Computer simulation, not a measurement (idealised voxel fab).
Presented below is a process module, voxel plated lines.
185 nm wide, 5 nm square cells: that's cross-section cut.
Notation: cross-section as square-cell grid; stated in bands, top first, going down; one or more cell rows per band. Look at the band entry: it leads with the top's height and the bottom's height in nm. Then it lists the materials left to right, with a width in nm for each. The word "edge to edge" on a single material says that material fills the band edge to edge. The word "air" is empty space. Heights are expressed relative to 0, this being the level below which the as-received wafer comprises one material exclusively. The lowest band is unbounded in the downward direction and is denoted as in "0..down". Width: "30 to 40" (first number = top row, second number = bottom row, same change from row to row of cells). "no modifications" means the step left every cell of the cross-section as it was. The list in "Enclosed void catalog" covers empty spaces of 8 cells or more that cannot reach the top through any open way, and it gives each as width x height at distance; the distance is from the left edge, and width, height and distance are in nm. It should be noted that, on the line of a given step, the content following the step's settings is a remark produced by the simulator itself with respect to that step. The "overlay nm" setting may appear on a step's line; for a step that uses a mask, it gives how far to the right of its planned position the mask lay, and a negative value indicates the left.
-- Here's what the planned process steps look like
step 1: RECEIVE: material Si
step 2: CONFORMAL_DEP: material SiO2, thk nm 10
step 3: DIRECTIONAL_DEP: material TiN, thk nm 5
step 4: PATTERN: tone open, mask id LINES, material resist, width nm 15, pitch nm 35, thk nm 30, overlay nm 0
step 5: EPI: material Ru, thk nm 10
step 6: EPI: material Ru, thk nm 10
step 7: STRIP: etch materials resist
step 8: DIRECTIONAL_ETCH: etch materials TiN, depth nm 5
step 9: CONFORMAL_DEP: material SiO2, thk nm 5
-- First of two wafers, with the run carried out as planned
-- Cross-section of the wafer at receipt, which is the condition after step 1
  0..down | Si edge to edge
  Enclosed void catalog: none
-- after step 2
  10..0 | SiO2 edge to edge
  No changes below 0.
-- after step 3
  15..10 | TiN edge to edge
  No changes below 10.
-- after step 4
  45..15 | resist=30  air=15  resist=20  air=15  resist=20  air=15  resist=20  air=15  resist=35
  No changes below 15.
-- after step 5
  45..25 | resist=30  air=15  resist=20  air=15  resist=20  air=15  resist=20  air=15  resist=35
  25..15 | resist=30  Ru=15  resist=20  Ru=15  resist=20  Ru=15  resist=20  Ru=15  resist=35
  No changes below 15.
-- after step 6
  45..35 | resist=30  air=15  resist=20  air=15  resist=20  air=15  resist=20  air=15  resist=35
  35..15 | resist=30  Ru=15  resist=20  Ru=15  resist=20  Ru=15  resist=20  Ru=15  resist=35
  No changes below 15.
-- after step 7
  35..15 | air=30  Ru=15  air=20  Ru=15  air=20  Ru=15  air=20  Ru=15  air=35
  No changes below 15.
-- after step 8
  35..15 | air=30  Ru=15  air=20  Ru=15  air=20  Ru=15  air=20  Ru=15  air=35
  15..10 | air=30  TiN=15  air=20  TiN=15  air=20  TiN=15  air=20  TiN=15  air=35
  No changes below 10.
-- after step 9
  40..35 | air=25  SiO2=25  air=10  SiO2=25  air=10  SiO2=25  air=10  SiO2=25  air=30
  35..15 | air=25  SiO2=5  Ru=15  SiO2=5  air=10  SiO2=5  Ru=15  SiO2=5  air=10  SiO2=5  Ru=15  SiO2=5  air=10  SiO2=5  Ru=15  SiO2=5  air=30
  15..10 | SiO2=30  TiN=15  SiO2=20  TiN=15  SiO2=20  TiN=15  SiO2=20  TiN=15  SiO2=35
  No changes below 10.
-- It is to be noted that the second wafer proceeded from the same initial state and according to the same plan as the first, although one mistake was committed in its execution; through step 8, inclusive, the two wafers share an identical history
At the planned end of step 9, the second wafer in cross-section: no modifications
What broke from the plan during processing? step 9 of the plan was excluded from execution and never run
Final comparison by cell count, materials where the second wafer has more or fewer than the first: SiO2 -77
